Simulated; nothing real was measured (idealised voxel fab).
Module name: voxel fin reveal (process module)
Cross-section cut: width 290 nm, square cells of 5 nm.
A cross-section is written here as square cells arranged in a grid, and it is given in bands from the top down, each band taking up one or more rows of cells. Look at the band entry: it leads with the top's height and the bottom's height in nm. Then it lists the materials left to right, with a width in nm for each. The word "full width" on a single material says that material fills the band edge to edge. The word "air" is empty space. We count height from 0. Below that, the starting wafer is all one material. The lowest band never ends at the bottom but goes on down; see "top 0, no bottom" for how that is written. The expression "30->40" gives the width at the extremes of the band, the first number at its top row of cells and the second at its bottom row, with the width changing by equal amounts from each row to the next in between. "no modification" (step): cross-section cells unchanged, all of them. "Sealed internal cavities": sealed empty spaces, 8 cells or more, no open way to top, listed width x height at distance, with distance from the left edge and width, height and distance in nm. Formally, on a step line, whatever follows the settings is a remark that the simulator itself makes on the step. For masked steps, "overlay nm" on the step line gives how far right of plan the mask actually lay; a minus sign means it lay to the left.

[Listed below are the process steps as planned]
1) RECEIVE: material Si
2) CONFORMAL_DEP: material SiN, thk nm 10
3) PATTERN: tone cover, mask id FINS, material resist, width nm 15, pitch nm 40, thk nm 15, overlay nm 0
4) DIRECTIONAL_ETCH: etch materials SiN, depth nm 10
5) DIRECTIONAL_ETCH: etch materials Si, depth nm 35
6) STRIP: etch materials resist
7) OXIDIZE: depth nm 5
8) FILL_DEP: material SiO2, thk nm 5
9) CMP: height nm 10
10) SELECTIVE_ETCH: etch materials SiO2, depth nm 25
11) STRIP: etch materials SiN
12) CONFORMAL_DEP: material HfO2, thk nm 5

[Here's what the wafer looked like in cross-section when it arrived - that's after step 1]
  top 0, no bottom = Si full width
  Sealed internal cavities: none

[Cross-sectional image of the first of two wafers at the end of the module, the run having proceeded as planned]
  top 5, bottom 0 = air=115, HfO2=15, air=25, HfO2=15, air=120
  top 0, bottom -10 = air=115, HfO2=5, Si=5, HfO2=5, air=25, HfO2=5, Si=5, HfO2=5, air=120
  top -10, bottom -15 = HfO2=120, Si=5, HfO2=35, Si=5, HfO2=125
  top -15, bottom -40 = SiO2=120, Si=5, SiO2=35, Si=5, SiO2=125
  top -40, no bottom = Si full width
  Sealed internal cavities: none

[Wafer two, end of module, cross-section. Same start, same plan as wafer one. One mistake in the run]
  top 5, bottom 0 = air=110, HfO2=25, air=15, HfO2=25, air=115
  top 0, bottom -30 = air=110, HfO2=5, SiO2=5, Si=5, SiO2=5, HfO2=5, air=15, HfO2=5, SiO2=5, Si=5, SiO2=5, HfO2=5, air=115
  top -30, bottom -35 = HfO2=115, SiO2=5, Si=5, SiO2=5, HfO2=25, SiO2=5, Si=5, SiO2=5, HfO2=120
  top -35, bottom -40 = SiO2=120, Si=5, SiO2=35, Si=5, SiO2=125
  top -40, no bottom = Si full width
  Sealed internal cavities: none
what went wrong: note that step 8 departed from the planned setting and was carried out as FILL_DEP: material SiN, thk nm 5
FYI, end of process, the second wafer has more or fewer cells of some materials than the first: HfO2 +16, SiO2 -196
